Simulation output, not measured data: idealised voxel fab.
Process module, titled voxel ribs on slabs
The width of the displayed cross-section, cut, is 200 nm; its cells are square, with a size of 5 nm.
Square cells in a grid make up a cross-section in this document, and the grid is given as bands, listed from the top down, each one or more rows of cells.
Read a band's entry like this: the first values are the height of its top and the height of its bottom in nm, and what follows is the sequence of materials from left to right, each with its width in nm. Note that "air" is empty space, and that a single material marked "everywhere" reaches across the band from edge to edge.
Where do heights start? At 0: under that level the wafer as delivered is made of one material only. And the lowest band has no floor; it just carries on downward, as in "0 nm and below".
Top row gets the first number, bottom row gets the second, and each row in between changes by the same step: that is how a band width like "30->40" works.
Take "same as before" at face value: in the step it is given for, the cross-section changed in none of its cells.
What "Entrapped voids" gives you is every empty space of 8 cells or more that is cut off from the top. Each appears as width x height at distance, with the distance taken from the left edge and width, height and distance all in nm.
If you see something after the settings on a step's line, that's the simulator's own remark about that step.
When a step includes a mask, the "overlay nm" setting on its line states how far to the right of its planned place that mask lay, and negative values state how far to the left.
Listed below are the process steps as planned:
1 RECEIVE | material Si
2 DIRECTIONAL_DEP | material SiO2 | thk nm 30
3 DIRECTIONAL_DEP | material polySi | thk nm 15
4 PATTERN | tone cover | mask id RIB | material resist | width nm 30 | thk nm 20 | overlay nm 0
5 DIRECTIONAL_ETCH | etch materials polySi | depth nm 10
6 STRIP | etch materials resist
7 MASKED_ETCH | tone cover | mask id SLAB | width nm 80 | etch materials polySi | depth nm 5 | overlay nm 0
8 FILL_DEP | material SiO2 | thk nm 30
9 CMP | height nm 65
10 DIRECTIONAL_DEP | material TiN | thk nm 10
11 DIRECTIONAL_DEP | material aC | thk nm 15
12 PATTERN | tone cover | mask id HEATER | material resist | width nm 30 | thk nm 30 | overlay nm 0
13 DIRECTIONAL_ETCH | etch materials aC | depth nm 15
14 STRIP | etch materials resist
15 DIRECTIONAL_ETCH | etch materials TiN | depth nm 10
16 STRIP | etch materials aC
17 CONFORMAL_DEP | material SiO2 | thk nm 10
The wafers are alike at the start. At step 12, their width nm differs. The plan lists the first wafer's value.
Cross-section of the first incoming wafer of several, state after step 1:
    0 nm and below = Si everywhere
    Entrapped voids: none
Each wafer at the end: cells of each material gained (+) or lost (-) since it was received, then its closed voids:
width nm 30, +580 SiO2, +12 TiN, +28 polySi, Entrapped voids: none
width nm 35, +580 SiO2, +14 TiN, +28 polySi, Entrapped voids: none
width nm 40, +580 SiO2, +16 TiN, +28 polySi, Entrapped voids: none
width nm 45, +580 SiO2, +18 TiN, +28 polySi, Entrapped voids: none
width nm 50, +580 SiO2, +20 TiN, +28 polySi, Entrapped voids: none
width nm 55, +580 SiO2, +22 TiN, +28 polySi, Entrapped voids: none
